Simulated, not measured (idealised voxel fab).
This is a process module. Its name is voxel self aligned vias.
Square cells of 5 nm make up the cross-section cut, whose width is 255 nm.
For the purposes of this document, a cross-section shall be understood as a grid of square cells, specified as bands listed in top-to-bottom order, each band consisting of one or more rows of cells.
For a band, the entry starts with two heights in nm, that of the top and then that of the bottom, and carries on with the band's materials in order from left to right, each alongside its width in nm; the word "edge to edge" beside a single material means it fills the band edge to edge, and "blank" means empty space.
Zero point of the height axis is 0; under it, received wafer = one material. Lowest band: continues down indefinitely, "0 -> down".
Think of "30->40" as a width that walks from the first number to the second as you go down the band, top row to bottom row, taking equal-sized steps from row to row.
What does "remained unchanged" mean for a step? It means no cell of the cross-section changed in that step.
"Unvented internal voids": empty spaces of 8 cells or more with no open way to the top, each given as width x height at distance, distance from the left edge, all in nm.
Text after the settings on a step's line: the simulator's own remark on that step.
When a step includes a mask, the "overlay nm" setting on its line states how far to the right of its planned place that mask lay, and negative values state how far to the left.
[Process steps (planned)]
- 1: RECEIVE,material Si
- 2: CONFORMAL_DEP,material SiO2,thk nm 10
- 3: CONFORMAL_DEP,material SiCN,thk nm 5
- 4: DIRECTIONAL_DEP,material lowk,thk nm 30
- 5: PATTERN,tone open,mask id LINES,material resist,width nm 15,pitch nm 70,thk nm 15,overlay nm 0
- 6: DIRECTIONAL_ETCH,etch materials lowk,depth nm 30
- 7: STRIP,etch materials resist
- 8: CONFORMAL_DEP,material TiN,thk nm 5
- 9: FILL_DEP,material Ru,thk nm 5
- 10: CMP,height nm 45
- 11: SELECTIVE_ETCH,etch materials W Ru TiN,depth nm 5
- 12: FILL_DEP,material SiN,thk nm 10
- 13: CMP,height nm 45
- 14: DIRECTIONAL_DEP,material lowk,thk nm 15
- 15: DIRECTIONAL_DEP,material aC,thk nm 10
- 16: PATTERN,tone open,mask id VIAS,material resist,width nm 45,thk nm 30,overlay nm 0
- 17: DIRECTIONAL_ETCH,etch materials aC,depth nm 10
- 18: STRIP,etch materials resist
- 19: DIRECTIONAL_ETCH,etch materials lowk,depth nm 15
- 20: DIRECTIONAL_ETCH,etch materials SiN,depth nm 5
- 21: STRIP,etch materials aC
- 22: CONFORMAL_DEP,material TiN,thk nm 5
- 23: FILL_DEP,material Ru,thk nm 5
- 24: CMP,height nm 60
- 25: CONFORMAL_DEP,material SiN,thk nm 5
Where the wafers of this document differ is in the width nm of step 5; they start out the same, and the plan states the value that applied to the first wafer.
[As received, i.e. after step 1: cross-section through the first of several wafers]
0 -> down = Si edge to edge
Unvented internal voids: none
[Here's the first of several wafers in cross-section, end of the module, after the last step, step 25]
65 -> 60 = SiN edge to edge
60 -> 50 = lowk (70) | TiN (5) | Ru (35) | TiN (5) | lowk (140)
50 -> 45 = lowk (70) | TiN (20) | Ru (5) | TiN (20) | lowk (140)
45 -> 40 = lowk (85) | TiN (15) | lowk (55) | SiN (15) | lowk (85)
40 -> 20 = lowk (85) | TiN (5) | Ru (5) | TiN (5) | lowk (55) | TiN (5) | Ru (5) | TiN (5) | lowk (85)
20 -> 15 = lowk (85) | TiN (15) | lowk (55) | TiN (15) | lowk (85)
15 -> 10 = SiCN edge to edge
10 -> 0 = SiO2 edge to edge
0 -> down = Si edge to edge
Unvented internal voids: none
[Wafer cross-section (last wafer, module end)]
65 -> 60 = SiN edge to edge
60 -> 50 = lowk (70) | TiN (5) | Ru (35) | TiN (5) | lowk (140)
50 -> 45 = lowk (70) | TiN (10) | Ru (30) | TiN (5) | lowk (140)
45 -> 40 = lowk (75) | TiN (40) | lowk (30) | SiN (40) | lowk (70)
40 -> 20 = lowk (75) | TiN (5) | Ru (30) | TiN (5) | lowk (30) | TiN (5) | Ru (30) | TiN (5) | lowk (70)
20 -> 15 = lowk (75) | TiN (40) | lowk (30) | TiN (40) | lowk (70)
15 -> 10 = SiCN edge to edge
10 -> 0 = SiO2 edge to edge
0 -> down = Si edge to edge
Unvented internal voids: none
[Note: the following table is arranged by wafer, a row apiece. Each row reports the end-of-module state: per material, cells gained (+) or cells lost (-) compared with the wafer as received; closed voids follow]
width nm 15 | +23 Ru | +51 SiCN | +54 SiN | +102 SiO2 | +37 TiN | +396 lowk | Unvented internal voids: none
width nm 20 | +32 Ru | +51 SiCN | +55 SiN | +102 SiO2 | +39 TiN | +384 lowk | Unvented internal voids: none
width nm 25 | +41 Ru | +51 SiCN | +56 SiN | +102 SiO2 | +41 TiN | +372 lowk | Unvented internal voids: none
width nm 30 | +50 Ru | +51 SiCN | +57 SiN | +102 SiO2 | +43 TiN | +360 lowk | Unvented internal voids: none
width nm 35 | +59 Ru | +51 SiCN | +58 SiN | +102 SiO2 | +45 TiN | +348 lowk | Unvented internal voids: none
width nm 40 | +68 Ru | +51 SiCN | +59 SiN | +102 SiO2 | +47 TiN | +336 lowk | Unvented internal voids: none
